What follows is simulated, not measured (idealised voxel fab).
This is a process module. Its name is voxel air gaps.
The figure presents cross-section cut, which has a width of 220 nm and is divided into square cells with an edge length of 5 nm.
Format of a cross-section: grid, square cells. Given as bands. Order: top down. Band: one or more rows of cells.
Band: top height; bottom height; in nm. Then, left to right: material with width in nm, for each material. "everywhere": a single material spanning edge to edge. "air": empty space.
Counting heights begins at 0, where everything beneath is, in the wafer as received, one material. The lowest band has no bottom; it goes on downwards, as "0 and below" shows.
Width: "30..40" (first number = top row, second number = bottom row, same change from row to row of cells).
"nothing got changed", as given for a step, is the statement that not any cell of the cross-section underwent a change during that step.
Listed in "Unvented cavities": every empty space of 8 or more cells without an open way to the top. Form: width x height at distance, the distance being from the left edge, all in nm.
If you see something after the settings on a step's line, that's the simulator's own remark about that step.
The "overlay nm" setting may appear on a step's line; for a step that uses a mask, it gives how far to the right of its planned position the mask lay, and a negative value indicates the left.
PROCESS STEPS - PLAN
step 1: RECEIVE (material Si)
step 2: CONFORMAL_DEP (material SiO2; thk nm 10)
step 3: CONFORMAL_DEP (material SiN; thk nm 5)
step 4: DIRECTIONAL_DEP (material lowk; thk nm 35)
step 5: DIRECTIONAL_DEP (material aC; thk nm 15)
step 6: PATTERN (tone open; mask id LINES; material resist; width nm 25; pitch nm 50; thk nm 30; overlay nm 0)
step 7: DIRECTIONAL_ETCH (etch materials aC; depth nm 15)
step 8: STRIP (etch materials resist)
step 9: DIRECTIONAL_ETCH (etch materials lowk; depth nm 35)
step 10: STRIP (etch materials aC)
step 11: CONFORMAL_DEP (material TiN; thk nm 5)
step 12: FILL_DEP (material Ru; thk nm 5)
step 13: CMP (height nm 50)
step 14: EPI (material Ru; thk nm 10)
step 15: SELECTIVE_ETCH (etch materials lowk; depth nm 45)
step 16: CONFORMAL_DEP (material SiCN; thk nm 5)
CROSS-SECTION OF THE INCOMING WAFER, STATE AFTER STEP 1
  0 and below  Si everywhere
  Unvented cavities: none
CROSS-SECTIONAL VIEW OF THE FIRST OF THE TWO WAFERS UPON COMPLETION OF THE MODULE, PROCESSED IN ACCORDANCE WITH THE PLAN
  65 down to 60  air: 5; SiCN: 205; air: 10
  60 down to 50  air: 5; SiCN: 5; Ru: 45; SiCN: 5; Ru: 45; SiCN: 5; Ru: 45; SiCN: 5; Ru: 45; SiCN: 5; air: 10
  50 down to 45  air: 5; SiCN: 15; TiN: 5; Ru: 15; TiN: 5; SiCN: 25; TiN: 5; Ru: 15; TiN: 5; SiCN: 25; TiN: 5; Ru: 15; TiN: 5; SiCN: 25; TiN: 5; Ru: 15; TiN: 5; SiCN: 15; air: 10
  45 down to 20  air: 15; SiCN: 5; TiN: 5; Ru: 15; TiN: 5; SiCN: 5; air: 15; SiCN: 5; TiN: 5; Ru: 15; TiN: 5; SiCN: 5; air: 15; SiCN: 5; TiN: 5; Ru: 15; TiN: 5; SiCN: 5; air: 15; SiCN: 5; TiN: 5; Ru: 15; TiN: 5; SiCN: 5; air: 20
  20 down to 15  SiCN: 20; TiN: 25; SiCN: 25; TiN: 25; SiCN: 25; TiN: 25; SiCN: 25; TiN: 25; SiCN: 25
  15 down to 10  SiN everywhere
  10 down to 0  SiO2 everywhere
  0 and below  Si everywhere
  Unvented cavities: 15 x 25 at 50; 15 x 25 at 100; 15 x 25 at 150
HERE'S THE SECOND OF OUR TWO WAFERS SECTIONED AT MODULE END. SAME START AS THE FIRST, SAME PLAN, BUT ONE MISTAKE GOT MADE RUNNING IT
  65 down to 60  air: 10; SiCN: 205; air: 5
  60 down to 50  air: 10; SiCN: 5; Ru: 45; SiCN: 5; Ru: 45; SiCN: 5; Ru: 45; SiCN: 5; Ru: 45; SiCN: 5; air: 5
  50 down to 45  air: 10; SiCN: 15; TiN: 5; Ru: 15; TiN: 5; SiCN: 25; TiN: 5; Ru: 15; TiN: 5; SiCN: 25; TiN: 5; Ru: 15; TiN: 5; SiCN: 25; TiN: 5; Ru: 15; TiN: 5; SiCN: 15; air: 5
  45 down to 20  air: 20; SiCN: 5; TiN: 5; Ru: 15; TiN: 5; SiCN: 5; air: 15; SiCN: 5; TiN: 5; Ru: 15; TiN: 5; SiCN: 5; air: 15; SiCN: 5; TiN: 5; Ru: 15; TiN: 5; SiCN: 5; air: 15; SiCN: 5; TiN: 5; Ru: 15; TiN: 5; SiCN: 5; air: 15
  20 down to 15  SiCN: 25; TiN: 25; SiCN: 25; TiN: 25; SiCN: 25; TiN: 25; SiCN: 25; TiN: 25; SiCN: 20
  15 down to 10  SiN everywhere
  10 down to 0  SiO2 everywhere
  0 and below  Si everywhere
  Unvented cavities: 15 x 25 at 55; 15 x 25 at 105; 15 x 25 at 155
Processing error: planned and actual differ for step 6; actual: PATTERN (tone open; mask id LINES; material resist; width nm 25; pitch nm 50; thk nm 30; overlay nm 5)
Tallied in cells, the final second wafer holds each material in the same quantity as the first, although not at the same places.
